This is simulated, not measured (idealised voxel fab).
Proc. module: voxel capacitor over wiring
Displayed cross-section: cut, width of 160 nm, square cells sized 5 nm.
Cross-section layout: square cells on a grid; listed as bands, top to bottom; a band spans one or more cell rows. Band entry format. Leading values: height of top, height of bottom, nm. Remainder: materials in left-to-right order, each with its width in nm. Special words: "all across" on a single material, which then fills the band edge to edge; "empty", empty space. Heights are measured from 0, the level below which the as-received wafer is all one material; the lowest band has no bottom and continues downward, written as in "0 -> down". When a width is written as two numbers, as in "30 to 40", the first number is the width in the top row of cells of the band and the second is the width in its bottom row, and the width changes by the same amount from each row to the next. The cross-section has no changed cell in any step marked "everything unchanged". "Enclosed empty spaces" contains a list of empty spaces, each no smaller than 8 cells and without an open way to the top, written in the form width x height at distance with the distance from the left edge and all three in nm. Post-settings text on a step line: simulator's own remark regarding the step. overlay nm: step with mask; distance mask lay right of planned place; negative value = left of planned place.
-- The steps planned for the process are as follows
| 1 | RECEIVE | material Si |
| 2 | CONFORMAL_DEP | material SiO2 | thk nm 15 |
| 3 | CONFORMAL_DEP | material SiCN | thk nm 5 |
| 4 | DIRECTIONAL_DEP | material SiO2 | thk nm 20 |
| 5 | DIRECTIONAL_DEP | material aC | thk nm 15 |
| 6 | PATTERN | tone open | mask id METAL_1 | material resist | width nm 20 | pitch nm 70 | thk nm 35 | overlay nm 0 |
| 7 | DIRECTIONAL_ETCH | etch materials aC | depth nm 15 |
| 8 | STRIP | etch materials resist |
| 9 | DIRECTIONAL_ETCH | etch materials SiO2 | depth nm 20 |
| 10 | DIRECTIONAL_ETCH | etch materials SiCN | depth nm 5 |
| 11 | STRIP | etch materials aC |
| 12 | CONFORMAL_DEP | material TiN | thk nm 5 |
| 13 | FILL_DEP | material Cu | thk nm 5 |
| 14 | CMP | height nm 40 |
| 15 | EPI | material Ru | thk nm 5 |
| 16 | FILL_DEP | material SiCN | thk nm 5 |
| 17 | DIRECTIONAL_DEP | material lowk | thk nm 10 |
| 18 | PATTERN | tone open | mask id PLUG_1 | material resist | width nm 15 | thk nm 20 | overlay nm 0 |
| 19 | DIRECTIONAL_ETCH | etch materials lowk | depth nm 10 |
| 20 | DIRECTIONAL_ETCH | etch materials SiCN | depth nm 5 |
| 21 | STRIP | etch materials resist |
| 22 | CONFORMAL_DEP | material TiN | thk nm 5 |
| 23 | FILL_DEP | material W | thk nm 5 |
| 24 | CMP | height nm 60 |
| 25 | DIRECTIONAL_DEP | material TiN | thk nm 5 |
| 26 | DIRECTIONAL_DEP | material SiN | thk nm 5 |
| 27 | DIRECTIONAL_DEP | material TiN | thk nm 10 |
| 28 | DIRECTIONAL_DEP | material aC | thk nm 15 |
| 29 | PATTERN | tone cover | mask id UPPER_PLATE | material resist | width nm 55 | thk nm 35 | overlay nm 0 |
| 30 | DIRECTIONAL_ETCH | etch materials aC | depth nm 15 |
| 31 | STRIP | etch materials resist |
| 32 | DIRECTIONAL_ETCH | etch materials TiN | depth nm 10 |
| 33 | DIRECTIONAL_ETCH | etch materials SiN | depth nm 5 |
| 34 | STRIP | etch materials aC |
| 35 | PATTERN | tone cover | mask id LOWER_PLATE | material resist | width nm 65 | thk nm 20 | overlay nm 0 |
| 36 | DIRECTIONAL_ETCH | etch materials TiN | depth nm 5 |
| 37 | STRIP | etch materials resist |
| 38 | FILL_DEP | material SiO2 | thk nm 15 |
| 39 | CMP | height nm 90 |
| 40 | MASKED_ETCH | tone open | mask id PLUG_2 | width nm 15 | etch materials SiO2 | depth nm 10 | overlay nm 0 |
| 41 | CONFORMAL_DEP | material TiN | thk nm 5 |
| 42 | FILL_DEP | material Cu | thk nm 10 |
| 43 | CMP | height nm 90 |
| 44 | CONFORMAL_DEP | material SiN | thk nm 5 |
-- As-received state of the wafer in cross-section, equivalent to post-step 1
    0 -> down  Si all across
    Enclosed empty spaces: none
-- Cross-sectional image of the first of two wafers at the end of the module, the run having proceeded as planned
    95 -> 90  SiN all across
    90 -> 85  50 nm SiO2  5 nm TiN  5 nm Cu  5 nm TiN  95 nm SiO2
    85 -> 80  50 nm SiO2  15 nm TiN  95 nm SiO2
    80 -> 70  40 nm SiO2  55 nm TiN  65 nm SiO2
    70 -> 65  40 nm SiO2  55 nm SiN  65 nm SiO2
    65 -> 60  35 nm SiO2  65 nm TiN  60 nm SiO2
    60 -> 50  40 nm lowk  5 nm TiN  5 nm W  5 nm TiN  105 nm lowk
    50 -> 45  40 nm SiCN  15 nm TiN  105 nm SiCN
    45 -> 40  30 nm SiCN  30 nm Ru  40 nm SiCN  30 nm Ru  30 nm SiCN
    40 -> 20  35 nm SiO2  5 nm TiN  10 nm Cu  5 nm TiN  50 nm SiO2  5 nm TiN  10 nm Cu  5 nm TiN  35 nm SiO2
    20 -> 15  35 nm SiCN  20 nm TiN  50 nm SiCN  20 nm TiN  35 nm SiCN
    15 -> 0  SiO2 all across
    0 -> down  Si all across
    Enclosed empty spaces: none
-- Wafer two, sectioned after the module: the first wafer's start, the first wafer's plan, and one mistake in how it was run
    95 -> 90  SiN all across
    90 -> 85  50 nm SiO2  5 nm TiN  5 nm Cu  5 nm TiN  95 nm SiO2
    85 -> 80  50 nm SiO2  15 nm TiN  95 nm SiO2
    80 -> 70  40 nm SiO2  55 nm TiN  65 nm SiO2
    70 -> 65  40 nm SiO2  55 nm SiN  65 nm SiO2
    65 -> 60  35 nm SiO2  65 nm TiN  60 nm SiO2
    60 -> 50  40 nm lowk  5 nm TiN  5 nm W  5 nm TiN  105 nm lowk
    50 -> 45  40 nm SiCN  15 nm TiN  105 nm SiCN
    45 -> 40  30 nm SiCN  30 nm Ru  40 nm SiCN  30 nm Ru  30 nm SiCN
    40 -> 30  35 nm SiO2  5 nm TiN  10 nm Cu  5 nm TiN  50 nm SiO2  5 nm TiN  10 nm Cu  5 nm TiN  35 nm SiO2
    30 -> 25  35 nm SiCN  20 nm TiN  50 nm SiCN  20 nm TiN  35 nm SiCN
    25 -> 15  SiCN all across
    15 -> 0  SiO2 all across
    0 -> down  Si all across
    Enclosed empty spaces: none
What was done differently from what was planned? step 3 deviated from plan and actually ran as CONFORMAL_DEP | material SiCN | thk nm 15
Bottom line after processing is that, in cells, the second wafer is up or down on some materials versus the first: 8 fewer of Cu; 64 more of SiCN; 48 fewer of SiO2; 8 fewer of TiN
